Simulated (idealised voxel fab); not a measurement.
Title: Process Module voxel transistor to metal
Cross-section cut: width 210 nm, square cells of 5 nm.
Notation: cross-section as square-cell grid; stated in bands, top first, going down; one or more cell rows per band.
Each band's line starts with the height of the band's top and of its bottom, in nm. Then come its materials from left to right, each with its width in nm. One material with "throughout" fills the band from edge to edge. "air" is empty space.
Measure heights from 0. That's the level where, below it, the as-received wafer is all one material. The lowest band is bottomless and extends downward; write it as in "top 0, no bottom".
Note: "30 to 40" means the width goes from the first number (top row of the band) to the second number (bottom row) in equal steps per row of cells.
The designation "same as before", where it is given for a processing step, indicates that no cell of the cross-section was altered in the course of that step.
Each empty space that has no open way to the top and spans at least 8 cells appears under "Closed empty spaces" as width x height at distance, the distance counted from the left edge, all in nm.
after a step's settings: what the simulator itself notes on the step
overlay nm: mask right of planned place by this much (step with mask). Neg. = left.
Pairs, read this way: before one process step on the one hand, after it on the other, the after cross-section ending at the lowest band that changed; the step between, settings included, beneath. Same starting wafer throughout, but possibly different runs of this module, so no pair continues from the pair above unless its entry headed "Before the process" says so.

## Before the process
  top 40, bottom 30 | air 85 nm | SiN 5 nm | SiO2 5 nm | SiCN 20 nm | SiO2 5 nm | SiN 5 nm | air 85 nm
  top 30, bottom 0 | air 85 nm | SiN 5 nm | SiO2 5 nm | polySi 20 nm | SiO2 5 nm | SiN 5 nm | air 85 nm
  top 0, bottom -5 | SiO2 throughout
  top -5, bottom -10 | SiO2 65 nm | Si 80 nm | SiO2 65 nm
  top -10, bottom -30 | SiO2 60 nm | Si 90 nm | SiO2 60 nm
  top -30, no bottom | Si throughout
  Closed empty spaces: none

## Resulting Structure
  top 40, bottom 35 | air 85 nm | SiN 5 nm | air 5 nm | SiCN 20 nm | air 5 nm | SiN 5 nm | air 85 nm
  top 35, bottom 30 | air 85 nm | SiN 5 nm | SiO2 5 nm | SiCN 20 nm | SiO2 5 nm | SiN 5 nm | air 85 nm
  top 30, bottom 0 | air 85 nm | SiN 5 nm | SiO2 5 nm | polySi 20 nm | SiO2 5 nm | SiN 5 nm | air 85 nm
  top 0, bottom -5 | air 85 nm | SiO2 40 nm | air 85 nm
  Below -5 it's all the same as before, nothing changed down there.
  Closed empty spaces: none
Step sandwiched between the two cross-sections above: DIRECTIONAL_ETCH | etch materials SiO2 | depth nm 5

Before the process: same picture as after in the pair right above, so we don't repeat it.

## Resulting Structure
  top 40, bottom 35 | air 85 nm | SiN 5 nm | air 5 nm | SiCN 20 nm | air 5 nm | SiN 5 nm | air 85 nm
  top 35, bottom 30 | air 85 nm | SiN 5 nm | SiO2 5 nm | SiCN 20 nm | SiO2 5 nm | SiN 5 nm | air 85 nm
  top 30, bottom 0 | air 85 nm | SiN 5 nm | SiO2 5 nm | polySi 20 nm | SiO2 5 nm | SiN 5 nm | air 85 nm
  top 0, bottom -5 | air 85 nm | SiO2 40 nm | air 85 nm
  top -5, bottom -10 | SiO2 65 nm | air 20 nm | Si 40 nm | air 20 nm | SiO2 65 nm
  top -10, bottom -20 | SiO2 60 nm | Si 5 nm | air 20 nm | Si 40 nm | air 20 nm | Si 5 nm | SiO2 60 nm
  Below -20 it's all the same as before, nothing changed down there.
  Closed empty spaces: none
Step sandwiched between the two cross-sections above: DIRECTIONAL_ETCH | etch materials Si | depth nm 15

Before the process: same picture as after in the pair right above, so we don't repeat it.

## Resulting Structure
  top 40, bottom 35 | air 85 nm | SiN 5 nm | air 5 nm | SiCN 20 nm | air 5 nm | SiN 5 nm | air 85 nm
  top 35, bottom 30 | air 85 nm | SiN 5 nm | SiO2 5 nm | SiCN 20 nm | SiO2 5 nm | SiN 5 nm | air 85 nm
  top 30, bottom 15 | air 85 nm | SiN 5 nm | SiO2 5 nm | polySi 20 nm | SiO2 5 nm | SiN 5 nm | air 85 nm
  top 15, bottom 10 | air 65 nm | nSi 20 nm | SiN 5 nm | SiO2 5 nm | polySi 20 nm | SiO2 5 nm | SiN 5 nm | nSi 20 nm | air 65 nm
  top 10, bottom 0 | air 50 nm | nSi 35 nm | SiN 5 nm | SiO2 5 nm | polySi 20 nm | SiO2 5 nm | SiN 5 nm | nSi 35 nm | air 50 nm
  top 0, bottom -5 | air 50 nm | nSi 35 nm | SiO2 40 nm | nSi 35 nm | air 50 nm
  top -5, bottom -10 | SiO2 65 nm | nSi 20 nm | Si 40 nm | nSi 20 nm | SiO2 65 nm
  top -10, bottom -20 | SiO2 60 nm | Si 5 nm | nSi 20 nm | Si 40 nm | nSi 20 nm | Si 5 nm | SiO2 60 nm
  Below -20 it's all the same as before, nothing changed down there.
  Closed empty spaces: none
Step sandwiched between the two cross-sections above: EPI | material nSi | thk nm 20

Before the process: same picture as after in the pair right above, so we don't repeat it.

## Resulting Structure
  top 45, bottom 40 | SiO2 throughout
  top 40, bottom 30 | SiO2 85 nm | SiN 5 nm | SiO2 5 nm | SiCN 20 nm | SiO2 5 nm | SiN 5 nm | SiO2 85 nm
  top 30, bottom 15 | SiO2 85 nm | SiN 5 nm | SiO2 5 nm | polySi 20 nm | SiO2 5 nm | SiN 5 nm | SiO2 85 nm
  top 15, bottom 10 | SiO2 65 nm | nSi 20 nm | SiN 5 nm | SiO2 5 nm | polySi 20 nm | SiO2 5 nm | SiN 5 nm | nSi 20 nm | SiO2 65 nm
  top 10, bottom 0 | SiO2 50 nm | nSi 35 nm | SiN 5 nm | SiO2 5 nm | polySi 20 nm | SiO2 5 nm | SiN 5 nm | nSi 35 nm | SiO2 50 nm
  top 0, bottom -5 | SiO2 50 nm | nSi 35 nm | SiO2 40 nm | nSi 35 nm | SiO2 50 nm
  Below -5 it's all the same as before, nothing changed down there.
  Closed empty spaces: none
Step sandwiched between the two cross-sections above: FILL_DEP | material SiO2 | thk nm 5

Before the process: same picture as after in the pair right above, so we don't repeat it.

## Resulting Structure
  top 40, bottom 30 | SiO2 85 nm | SiN 5 nm | SiO2 5 nm | SiCN 20 nm | SiO2 5 nm | SiN 5 nm | SiO2 85 nm
  Below 30 it's all the same as before, nothing changed down there.
  Closed empty spaces: none
Step sandwiched between the two cross-sections above: CMP | height nm 40

Before the process: same picture as after in the pair right above, so we don't repeat it.

## Resulting Structure
  top 50, bottom 40 | SiO2 throughout
  Below 40 it's all the same as before, nothing changed down there.
  Closed empty spaces: none
Step sandwiched between the two cross-sections above: DIRECTIONAL_DEP | material SiO2 | thk nm 10

Before the process: same picture as after in the pair right above, so we don't repeat it.

## Resulting Structure
  top 60, bottom 50 | aC throughout
  Below 50 it's all the same as before, nothing changed down there.
  Closed empty spaces: none
Step sandwiched between the two cross-sections above: DIRECTIONAL_DEP | material aC | thk nm 10

Before the process: same picture as after in the pair right above, so we don't repeat it.

## Resulting Structure
  top 85, bottom 60 | resist 60 nm | air 15 nm | resist 60 nm | air 15 nm | resist 60 nm
  Below 60 it's all the same as before, nothing changed down there.
  Closed empty spaces: none
Step sandwiched between the two cross-sections above: PATTERN | tone open | mask id CONTACT | material resist | width nm 15 | pitch nm 75 | thk nm 25 | overlay nm 0

Before the process: same picture as after in the pair right above, so we don't repeat it.

## Resulting Structure
  top 75, bottom 60 | resist 60 nm | air 15 nm | resist 60 nm | air 15 nm | resist 60 nm
  top 60, bottom 50 | aC 60 nm | air 15 nm | aC 60 nm | air 15 nm | aC 60 nm
  Below 50 it's all the same as before, nothing changed down there.
  Closed empty spaces: none
Step sandwiched between the two cross-sections above: DIRECTIONAL_ETCH | etch materials aC | depth nm 10

Before the process: same picture as after in the pair right above, so we don't repeat it.

## Resulting Structure
  top 60, bottom 50 | aC 60 nm | air 15 nm | aC 60 nm | air 15 nm | aC 60 nm
  Below 50 it's all the same as before, nothing changed down there.
  Closed empty spaces: none
Step sandwiched between the two cross-sections above: STRIP | etch materials resist

Before the process: same picture as after in the pair right above, so we don't repeat it.

## Resulting Structure
  top 60, bottom 50 | aC 60 nm | air 15 nm | aC 60 nm | air 15 nm | aC 60 nm
  top 50, bottom 40 | SiO2 60 nm | air 15 nm | SiO2 60 nm | air 15 nm | SiO2 60 nm
  top 40, bottom 30 | SiO2 60 nm | air 15 nm | SiO2 10 nm | SiN 5 nm | SiO2 5 nm | SiCN 20 nm | SiO2 5 nm | SiN 5 nm | SiO2 10 nm | air 15 nm | SiO2 60 nm
  top 30, bottom 15 | SiO2 60 nm | air 15 nm | SiO2 10 nm | SiN 5 nm | SiO2 5 nm | polySi 20 nm | SiO2 5 nm | SiN 5 nm | SiO2 10 nm | air 15 nm | SiO2 60 nm
  top 15, bottom 10 | SiO2 60 nm | air 5 nm | nSi 20 nm | SiN 5 nm | SiO2 5 nm | polySi 20 nm | SiO2 5 nm | SiN 5 nm | nSi 20 nm | air 5 nm | SiO2 60 nm
  Below 10 it's all the same as before, nothing changed down there.
  Closed empty spaces: none
Step sandwiched between the two cross-sections above: DIRECTIONAL_ETCH | etch materials SiO2 | depth nm 50

Before the process: same picture as after in the pair right above, so we don't repeat it.

## Resulting Structure
  top 50, bottom 40 | SiO2 60 nm | air 15 nm | SiO2 60 nm | air 15 nm | SiO2 60 nm
  Below 40 it's all the same as before, nothing changed down there.
  Closed empty spaces: none
Step sandwiched between the two cross-sections above: STRIP | etch materials aC

Before the process: same picture as after in the pair right above, so we don't repeat it.

## Resulting Structure
  top 55, bottom 50 | TiN 65 nm | air 5 nm | TiN 70 nm | air 5 nm | TiN 65 nm
  top 50, bottom 40 | SiO2 60 nm | TiN 5 nm | air 5 nm | TiN 5 nm | SiO2 60 nm | TiN 5 nm | air 5 nm | TiN 5 nm | SiO2 60 nm
  top 40, bottom 30 | SiO2 60 nm | TiN 5 nm | air 5 nm | TiN 5 nm | SiO2 10 nm | SiN 5 nm | SiO2 5 nm | SiCN 20 nm | SiO2 5 nm | SiN 5 nm | SiO2 10 nm | TiN 5 nm | air 5 nm | TiN 5 nm | SiO2 60 nm
  top 30, bottom 20 | SiO2 60 nm | TiN 5 nm | air 5 nm | TiN 5 nm | SiO2 10 nm | SiN 5 nm | SiO2 5 nm | polySi 20 nm | SiO2 5 nm | SiN 5 nm | SiO2 10 nm | TiN 5 nm | air 5 nm | TiN 5 nm | SiO2 60 nm
  top 20, bottom 15 | SiO2 60 nm | TiN 15 nm | SiO2 10 nm | SiN 5 nm | SiO2 5 nm | polySi 20 nm | SiO2 5 nm | SiN 5 nm | SiO2 10 nm | TiN 15 nm | SiO2 60 nm
  top 15, bottom 10 | SiO2 60 nm | TiN 5 nm | nSi 20 nm | SiN 5 nm | SiO2 5 nm | polySi 20 nm | SiO2 5 nm | SiN 5 nm | nSi 20 nm | TiN 5 nm | SiO2 60 nm
  Below 10 it's all the same as before, nothing changed down there.
  Closed empty spaces: none
Step sandwiched between the two cross-sections above: CONFORMAL_DEP | material TiN | thk nm 5

Before the process: same picture as after in the pair right above, so we don't repeat it.

## Resulting Structure
  top 60, bottom 55 | Ru throughout
  top 55, bottom 50 | TiN 65 nm | Ru 5 nm | TiN 70 nm | Ru 5 nm | TiN 65 nm
  top 50, bottom 40 | SiO2 60 nm | TiN 5 nm | Ru 5 nm | TiN 5 nm | SiO2 60 nm | TiN 5 nm | Ru 5 nm | TiN 5 nm | SiO2 60 nm
  top 40, bottom 30 | SiO2 60 nm | TiN 5 nm | Ru 5 nm | TiN 5 nm | SiO2 10 nm | SiN 5 nm | SiO2 5 nm | SiCN 20 nm | SiO2 5 nm | SiN 5 nm | SiO2 10 nm | TiN 5 nm | Ru 5 nm | TiN 5 nm | SiO2 60 nm
  top 30, bottom 20 | SiO2 60 nm | TiN 5 nm | Ru 5 nm | TiN 5 nm | SiO2 10 nm | SiN 5 nm | SiO2 5 nm | polySi 20 nm | SiO2 5 nm | SiN 5 nm | SiO2 10 nm | TiN 5 nm | Ru 5 nm | TiN 5 nm | SiO2 60 nm
  Below 20 it's all the same as before, nothing changed down there.
  Closed empty spaces: none
Step sandwiched between the two cross-sections above: FILL_DEP | material Ru | thk nm 5

Before the process: same picture as after in the pair right above, so we don't repeat it.

## Resulting Structure
  top 50, bottom 40 | SiO2 60 nm | TiN 5 nm | Ru 5 nm | TiN 5 nm | SiO2 60 nm | TiN 5 nm | Ru 5 nm | TiN 5 nm | SiO2 60 nm
  Below 40 it's all the same as before, nothing changed down there.
  Closed empty spaces: none
Step sandwiched between the two cross-sections above: CMP | height nm 50

Before the process: same picture as after in the pair right above, so we don't repeat it.

## Resulting Structure
  top 55, bottom 50 | SiCN throughout
  Below 50 it's all the same as before, nothing changed down there.
  Closed empty spaces: none
Step sandwiched between the two cross-sections above: CONFORMAL_DEP | material SiCN | thk nm 5

Before the process: same picture as after in the pair right above, so we don't repeat it.

## Resulting Structure
  top 75, bottom 55 | lowk throughout
  Below 55 it's all the same as before, nothing changed down there.
  Closed empty spaces: none
Step sandwiched between the two cross-sections above: DIRECTIONAL_DEP | material lowk | thk nm 20

Before the process: same picture as after in the pair right above, so we don't repeat it.

## Resulting Structure
  top 75, bottom 55 | lowk 60 nm | air 15 nm | lowk 60 nm | air 15 nm | lowk 60 nm
  Below 55 it's all the same as before, nothing changed down there.
  Closed empty spaces: none
Step sandwiched between the two cross-sections above: MASKED_ETCH | tone open | mask id METAL_1 | width nm 15 | pitch nm 75 | etch materials lowk | depth nm 20 | overlay nm 0

Before the process: same picture as after in the pair right above, so we don't repeat it.

## Resulting Structure
  top 75, bottom 55 | lowk 60 nm | air 15 nm | lowk 60 nm | air 15 nm | lowk 60 nm
  top 55, bottom 50 | SiCN 60 nm | air 15 nm | SiCN 60 nm | air 15 nm | SiCN 60 nm
  Below 50 it's all the same as before, nothing changed down there.
  Closed empty spaces: none
Step sandwiched between the two cross-sections above: MASKED_ETCH | tone open | mask id METAL_1 | width nm 15 | pitch nm 75 | etch materials SiCN | depth nm 5 | overlay nm 0

Before the process: same picture as after in the pair right above, so we don't repeat it.

## Resulting Structure
  top 80, bottom 75 | TiN 65 nm | air 5 nm | TiN 70 nm | air 5 nm | TiN 65 nm
  top 75, bottom 55 | lowk 60 nm | TiN 5 nm | air 5 nm | TiN 5 nm | lowk 60 nm | TiN 5 nm | air 5 nm | TiN 5 nm | lowk 60 nm
  top 55, bottom 50 | SiCN 60 nm | TiN 15 nm | SiCN 60 nm | TiN 15 nm | SiCN 60 nm
  Below 50 it's all the same as before, nothing changed down there.
  Closed empty spaces: none
Step sandwiched between the two cross-sections above: CONFORMAL_DEP | material TiN | thk nm 5

Before the process: same picture as after in the pair right above, so we don't repeat it.

## Resulting Structure
  top 85, bottom 80 | Cu throughout
  top 80, bottom 75 | TiN 65 nm | Cu 5 nm | TiN 70 nm | Cu 5 nm | TiN 65 nm
  top 75, bottom 55 | lowk 60 nm | TiN 5 nm | Cu 5 nm | TiN 5 nm | lowk 60 nm | TiN 5 nm | Cu 5 nm | TiN 5 nm | lowk 60 nm
  Below 55 it's all the same as before, nothing changed down there.
  Closed empty spaces: none
Step sandwiched between the two cross-sections above: FILL_DEP | material Cu | thk nm 5

Before the process: same picture as after in the pair right above, so we don't repeat it.

## Resulting Structure
  top 75, bottom 55 | lowk 60 nm | TiN 5 nm | Cu 5 nm | TiN 5 nm | lowk 60 nm | TiN 5 nm | Cu 5 nm | TiN 5 nm | lowk 60 nm
  Below 55 it's all the same as before, nothing changed down there.
  Closed empty spaces: none
Step sandwiched between the two cross-sections above: CMP | height nm 75

Before the process: same picture as after in the pair right above, so we don't repeat it.

## Resulting Structure
  top 80, bottom 75 | SiCN throughout
  Below 75 it's all the same as before, nothing changed down there.
  Closed empty spaces: none
Step sandwiched between the two cross-sections above: CONFORMAL_DEP | material SiCN | thk nm 5

## Before the process
  top 40, bottom 35 | air 85 nm | SiN 5 nm | air 5 nm | SiCN 20 nm | air 5 nm | SiN 5 nm | air 85 nm
  top 35, bottom 30 | air 85 nm | SiN 5 nm | SiO2 5 nm | SiCN 20 nm | SiO2 5 nm | SiN 5 nm | air 85 nm
  top 30, bottom 15 | air 85 nm | SiN 5 nm | SiO2 5 nm | polySi 20 nm | SiO2 5 nm | SiN 5 nm | air 85 nm
  top 15, bottom 0 | air 65 nm | nSi 20 nm | SiN 5 nm | SiO2 5 nm | polySi 20 nm | SiO2 5 nm | SiN 5 nm | nSi 20 nm | air 65 nm
  top 0, bottom -5 | air 55 nm | nSi 30 nm | SiO2 40 nm | nSi 30 nm | air 55 nm
  top -5, bottom -20 | SiO2 60 nm | nSi 25 nm | Si 40 nm | nSi 25 nm | SiO2 60 nm
  top -20, bottom -30 | SiO2 60 nm | Si 90 nm | SiO2 60 nm
  top -30, no bottom | Si throughout
  Closed empty spaces: none

## Resulting Structure
  top 40, bottom 35 | air 85 nm | SiN 5 nm | air 5 nm | SiCN 20 nm | air 5 nm | SiN 5 nm | air 85 nm
  top 35, bottom 30 | air 45 nm | nSi 40 nm | SiN 5 nm | SiO2 5 nm | SiCN 20 nm | SiO2 5 nm | SiN 5 nm | nSi 40 nm | air 45 nm
  top 30, bottom 20 | air 45 nm | nSi 40 nm | SiN 5 nm | SiO2 5 nm | polySi 20 nm | SiO2 5 nm | SiN 5 nm | nSi 40 nm | air 45 nm
  top 20, bottom 0 | air 35 nm | nSi 50 nm | SiN 5 nm | SiO2 5 nm | polySi 20 nm | SiO2 5 nm | SiN 5 nm | nSi 50 nm | air 35 nm
  top 0, bottom -5 | air 35 nm | nSi 50 nm | SiO2 40 nm | nSi 50 nm | air 35 nm
  Below -5 it's all the same as before, nothing changed down there.
  Closed empty spaces: none
Step sandwiched between the two cross-sections above: EPI | material nSi | thk nm 20

Before the process: same picture as after in the pair right above, so we don't repeat it.

## Resulting Structure
  top 45, bottom 40 | SiO2 throughout
  top 40, bottom 35 | SiO2 85 nm | SiN 5 nm | SiO2 5 nm | SiCN 20 nm | SiO2 5 nm | SiN 5 nm | SiO2 85 nm
  top 35, bottom 30 | SiO2 45 nm | nSi 40 nm | SiN 5 nm | SiO2 5 nm | SiCN 20 nm | SiO2 5 nm | SiN 5 nm | nSi 40 nm | SiO2 45 nm
  top 30, bottom 20 | SiO2 45 nm | nSi 40 nm | SiN 5 nm | SiO2 5 nm | polySi 20 nm | SiO2 5 nm | SiN 5 nm | nSi 40 nm | SiO2 45 nm
  top 20, bottom 0 | SiO2 35 nm | nSi 50 nm | SiN 5 nm | SiO2 5 nm | polySi 20 nm | SiO2 5 nm | SiN 5 nm | nSi 50 nm | SiO2 35 nm
  top 0, bottom -5 | SiO2 35 nm | nSi 50 nm | SiO2 40 nm | nSi 50 nm | SiO2 35 nm
  Below -5 it's all the same as before, nothing changed down there.
  Closed empty spaces: none
Step sandwiched between the two cross-sections above: FILL_DEP | material SiO2 | thk nm 5

Before the process: same picture as after in the pair right above, so we don't repeat it.

## Resulting Structure
  top 40, bottom 35 | SiO2 85 nm | SiN 5 nm | SiO2 5 nm | SiCN 20 nm | SiO2 5 nm | SiN 5 nm | SiO2 85 nm
  Below 35 it's all the same as before, nothing changed down there.
  Closed empty spaces: none
Step sandwiched between the two cross-sections above: CMP | height nm 40

Before the process: same picture as after in the pair right above, so we don't repeat it.

## Resulting Structure
  top 50, bottom 40 | SiO2 throughout
  Below 40 it's all the same as before, nothing changed down there.
  Closed empty spaces: none
Step sandwiched between the two cross-sections above: DIRECTIONAL_DEP | material SiO2 | thk nm 10

Before the process: same picture as after in the pair right above, so we don't repeat it.

## Resulting Structure
  top 60, bottom 50 | aC throughout
  Below 50 it's all the same as before, nothing changed down there.
  Closed empty spaces: none
Step sandwiched between the two cross-sections above: DIRECTIONAL_DEP | material aC | thk nm 10

Before the process: same picture as after in the pair right above, so we don't repeat it.

## Resulting Structure
  top 85, bottom 60 | resist 60 nm | air 15 nm | resist 60 nm | air 15 nm | resist 60 nm
  Below 60 it's all the same as before, nothing changed down there.
  Closed empty spaces: none
Step sandwiched between the two cross-sections above: PATTERN | tone open | mask id CONTACT | material resist | width nm 15 | pitch nm 75 | thk nm 25 | overlay nm 0

Before the process: same picture as after in the pair right above, so we don't repeat it.

## Resulting Structure
  top 75, bottom 60 | resist 60 nm | air 15 nm | resist 60 nm | air 15 nm | resist 60 nm
  top 60, bottom 50 | aC 60 nm | air 15 nm | aC 60 nm | air 15 nm | aC 60 nm
  Below 50 it's all the same as before, nothing changed down there.
  Closed empty spaces: none
Step sandwiched between the two cross-sections above: DIRECTIONAL_ETCH | etch materials aC | depth nm 10

Before the process: same picture as after in the pair right above, so we don't repeat it.

## Resulting Structure
  top 60, bottom 50 | aC 60 nm | air 15 nm | aC 60 nm | air 15 nm | aC 60 nm
  Below 50 it's all the same as before, nothing changed down there.
  Closed empty spaces: none
Step sandwiched between the two cross-sections above: STRIP | etch materials resist

Before the process: same picture as after in the pair right above, so we don't repeat it.

## Resulting Structure
  top 60, bottom 50 | aC 60 nm | air 15 nm | aC 60 nm | air 15 nm | aC 60 nm
  top 50, bottom 40 | SiO2 60 nm | air 15 nm | SiO2 60 nm | air 15 nm | SiO2 60 nm
  top 40, bottom 35 | SiO2 60 nm | air 15 nm | SiO2 10 nm | SiN 5 nm | SiO2 5 nm | SiCN 20 nm | SiO2 5 nm | SiN 5 nm | SiO2 10 nm | air 15 nm | SiO2 60 nm
  Below 35 it's all the same as before, nothing changed down there.
  Closed empty spaces: none
Step sandwiched between the two cross-sections above: DIRECTIONAL_ETCH | etch materials SiO2 | depth nm 50

Before the process: same picture as after in the pair right above, so we don't repeat it.

## Resulting Structure
  top 50, bottom 40 | SiO2 60 nm | air 15 nm | SiO2 60 nm | air 15 nm | SiO2 60 nm
  Below 40 it's all the same as before, nothing changed down there.
  Closed empty spaces: none
Step sandwiched between the two cross-sections above: STRIP | etch materials aC

Before the process: same picture as after in the pair right above, so we don't repeat it.

## Resulting Structure
  top 55, bottom 50 | TiN 65 nm | air 5 nm | TiN 70 nm | air 5 nm | TiN 65 nm
  top 50, bottom 40 | SiO2 60 nm | TiN 5 nm | air 5 nm | TiN 5 nm | SiO2 60 nm | TiN 5 nm | air 5 nm | TiN 5 nm | SiO2 60 nm
  top 40, bottom 35 | SiO2 60 nm | TiN 15 nm | SiO2 10 nm | SiN 5 nm | SiO2 5 nm | SiCN 20 nm | SiO2 5 nm | SiN 5 nm | SiO2 10 nm | TiN 15 nm | SiO2 60 nm
  Below 35 it's all the same as before, nothing changed down there.
  Closed empty spaces: none
Step sandwiched between the two cross-sections above: CONFORMAL_DEP | material TiN | thk nm 5

Before the process: same picture as after in the pair right above, so we don't repeat it.

## Resulting Structure
  top 60, bottom 55 | Ru throughout
  top 55, bottom 50 | TiN 65 nm | Ru 5 nm | TiN 70 nm | Ru 5 nm | TiN 65 nm
  top 50, bottom 40 | SiO2 60 nm | TiN 5 nm | Ru 5 nm | TiN 5 nm | SiO2 60 nm | TiN 5 nm | Ru 5 nm | TiN 5 nm | SiO2 60 nm
  Below 40 it's all the same as before, nothing changed down there.
  Closed empty spaces: none
Step sandwiched between the two cross-sections above: FILL_DEP | material Ru | thk nm 5

Before the process: same picture as after in the pair right above, so we don't repeat it.

## Resulting Structure
  top 50, bottom 40 | SiO2 60 nm | TiN 5 nm | Ru 5 nm | TiN 5 nm | SiO2 60 nm | TiN 5 nm | Ru 5 nm | TiN 5 nm | SiO2 60 nm
  Below 40 it's all the same as before, nothing changed down there.
  Closed empty spaces: none
Step sandwiched between the two cross-sections above: CMP | height nm 50

Before the process: same picture as after in the pair right above, so we don't repeat it.

## Resulting Structure
  top 55, bottom 50 | SiCN throughout
  Below 50 it's all the same as before, nothing changed down there.
  Closed empty spaces: none
Step sandwiched between the two cross-sections above: CONFORMAL_DEP | material SiCN | thk nm 5

Before the process: same picture as after in the pair right above, so we don't repeat it.

## Resulting Structure
  top 75, bottom 55 | lowk throughout
  Below 55 it's all the same as before, nothing changed down there.
  Closed empty spaces: none
Step sandwiched between the two cross-sections above: DIRECTIONAL_DEP | material lowk | thk nm 20

Before the process: same picture as after in the pair right above, so we don't repeat it.

## Resulting Structure
  top 75, bottom 55 | lowk 60 nm | air 15 nm | lowk 60 nm | air 15 nm | lowk 60 nm
  Below 55 it's all the same as before, nothing changed down there.
  Closed empty spaces: none
Step sandwiched between the two cross-sections above: MASKED_ETCH | tone open | mask id METAL_1 | width nm 15 | pitch nm 75 | etch materials lowk | depth nm 20 | overlay nm 0

Before the process: same picture as after in the pair right above, so we don't repeat it.

## Resulting Structure
  top 75, bottom 55 | lowk 60 nm | air 15 nm | lowk 60 nm | air 15 nm | lowk 60 nm
  top 55, bottom 50 | SiCN 60 nm | air 15 nm | SiCN 60 nm | air 15 nm | SiCN 60 nm
  Below 50 it's all the same as before, nothing changed down there.
  Closed empty spaces: none
Step sandwiched between the two cross-sections above: MASKED_ETCH | tone open | mask id METAL_1 | width nm 15 | pitch nm 75 | etch materials SiCN | depth nm 5 | overlay nm 0

Before the process: same picture as after in the pair right above, so we don't repeat it.

## Resulting Structure
  top 80, bottom 75 | TiN 65 nm | air 5 nm | TiN 70 nm | air 5 nm | TiN 65 nm
  top 75, bottom 55 | lowk 60 nm | TiN 5 nm | air 5 nm | TiN 5 nm | lowk 60 nm | TiN 5 nm | air 5 nm | TiN 5 nm | lowk 60 nm
  top 55, bottom 50 | SiCN 60 nm | TiN 15 nm | SiCN 60 nm | TiN 15 nm | SiCN 60 nm
  Below 50 it's all the same as before, nothing changed down there.
  Closed empty spaces: none
Step sandwiched between the two cross-sections above: CONFORMAL_DEP | material TiN | thk nm 5

Before the process: same picture as after in the pair right above, so we don't repeat it.

## Resulting Structure
  top 85, bottom 80 | Cu throughout
  top 80, bottom 75 | TiN 65 nm | Cu 5 nm | TiN 70 nm | Cu 5 nm | TiN 65 nm
  top 75, bottom 55 | lowk 60 nm | TiN 5 nm | Cu 5 nm | TiN 5 nm | lowk 60 nm | TiN 5 nm | Cu 5 nm | TiN 5 nm | lowk 60 nm
  Below 55 it's all the same as before, nothing changed down there.
  Closed empty spaces: none
Step sandwiched between the two cross-sections above: FILL_DEP | material Cu | thk nm 5

Before the process: same picture as after in the pair right above, so we don't repeat it.

## Resulting Structure
  top 75, bottom 55 | lowk 60 nm | TiN 5 nm | Cu 5 nm | TiN 5 nm | lowk 60 nm | TiN 5 nm | Cu 5 nm | TiN 5 nm | lowk 60 nm
  Below 55 it's all the same as before, nothing changed down there.
  Closed empty spaces: none
Step sandwiched between the two cross-sections above: CMP | height nm 75

Before the process: same picture as after in the pair right above, so we don't repeat it.

## Resulting Structure
  top 80, bottom 75 | SiCN throughout
  Below 75 it's all the same as before, nothing changed down there.
  Closed empty spaces: none
Step sandwiched between the two cross-sections above: CONFORMAL_DEP | material SiCN | thk nm 5

## Before the process
  top 50, bottom 40 | SiO2 60 nm | TiN 5 nm | Ru 5 nm | TiN 5 nm | SiO2 60 nm | TiN 5 nm | Ru 5 nm | TiN 5 nm | SiO2 60 nm
  top 40, bottom 30 | SiO2 60 nm | TiN 5 nm | Ru 5 nm | TiN 5 nm | SiO2 10 nm | SiN 5 nm | SiO2 5 nm | SiCN 20 nm | SiO2 5 nm | SiN 5 nm | SiO2 10 nm | TiN 5 nm | Ru 5 nm | TiN 5 nm | SiO2 60 nm
  top 30, bottom 20 | SiO2 60 nm | TiN 5 nm | Ru 5 nm | TiN 5 nm | SiO2 10 nm | SiN 5 nm | SiO2 5 nm | polySi 20 nm | SiO2 5 nm | SiN 5 nm | SiO2 10 nm | TiN 5 nm | Ru 5 nm | TiN 5 nm | SiO2 60 nm
  top 20, bottom 15 | SiO2 60 nm | TiN 15 nm | SiO2 10 nm | SiN 5 nm | SiO2 5 nm | polySi 20 nm | SiO2 5 nm | SiN 5 nm | SiO2 10 nm | TiN 15 nm | SiO2 60 nm
  top 15, bottom 0 | SiO2 60 nm | TiN 5 nm | nSi 20 nm | SiN 5 nm | SiO2 5 nm | polySi 20 nm | SiO2 5 nm | SiN 5 nm | nSi 20 nm | TiN 5 nm | SiO2 60 nm
  top 0, bottom -5 | SiO2 55 nm | nSi 30 nm | SiO2 40 nm | nSi 30 nm | SiO2 55 nm
  top -5, bottom -20 | SiO2 60 nm | nSi 25 nm | Si 40 nm | nSi 25 nm | SiO2 60 nm
  top -20, bottom -30 | SiO2 60 nm | Si 90 nm | SiO2 60 nm
  top -30, no bottom | Si throughout
  Closed empty spaces: none

## Resulting Structure
  top 70, bottom 50 | lowk throughout
  Below 50 it's all the same as before, nothing changed down there.
  Closed empty spaces: none
Step sandwiched between the two cross-sections above: DIRECTIONAL_DEP | material lowk | thk nm 20

Before the process: same picture as after in the pair right above, so we don't repeat it.

## Resulting Structure
  top 75, bottom 70 | SiCN throughout
  Below 70 it's all the same as before, nothing changed down there.
  Closed empty spaces: none
Step sandwiched between the two cross-sections above: CONFORMAL_DEP | material SiCN | thk nm 5

Before the process: same picture as after in the pair right above, so we don't repeat it.

## Resulting Structure
  top 75, bottom 70 | SiCN 60 nm | air 15 nm | SiCN 60 nm | air 15 nm | SiCN 60 nm
  Below 70 it's all the same as before, nothing changed down there.
  Closed empty spaces: none
Step sandwiched between the two cross-sections above: MASKED_ETCH | tone open | mask id METAL_1 | width nm 15 | pitch nm 75 | etch materials SiCN | depth nm 5 | overlay nm 0

Before the process: same picture as after in the pair right above, so we don't repeat it.

## Resulting Structure
  top 80, bottom 75 | TiN 65 nm | air 5 nm | TiN 70 nm | air 5 nm | TiN 65 nm
  top 75, bottom 70 | SiCN 60 nm | TiN 15 nm | SiCN 60 nm | TiN 15 nm | SiCN 60 nm
  Below 70 it's all the same as before, nothing changed down there.
  Closed empty spaces: none
Step sandwiched between the two cross-sections above: CONFORMAL_DEP | material TiN | thk nm 5

Before the process: same picture as after in the pair right above, so we don't repeat it.

## Resulting Structure
  top 85, bottom 80 | Cu throughout
  top 80, bottom 75 | TiN 65 nm | Cu 5 nm | TiN 70 nm | Cu 5 nm | TiN 65 nm
  Below 75 it's all the same as before, nothing changed down there.
  Closed empty spaces: none
Step sandwiched between the two cross-sections above: FILL_DEP | material Cu | thk nm 5

Before the process: same picture as after in the pair right above, so we don't repeat it.

## Resulting Structure
  top 75, bottom 70 | SiCN 60 nm | TiN 15 nm | SiCN 60 nm | TiN 15 nm | SiCN 60 nm
  Below 70 it's all the same as before, nothing changed down there.
  Closed empty spaces: none
Step sandwiched between the two cross-sections above: CMP | height nm 75
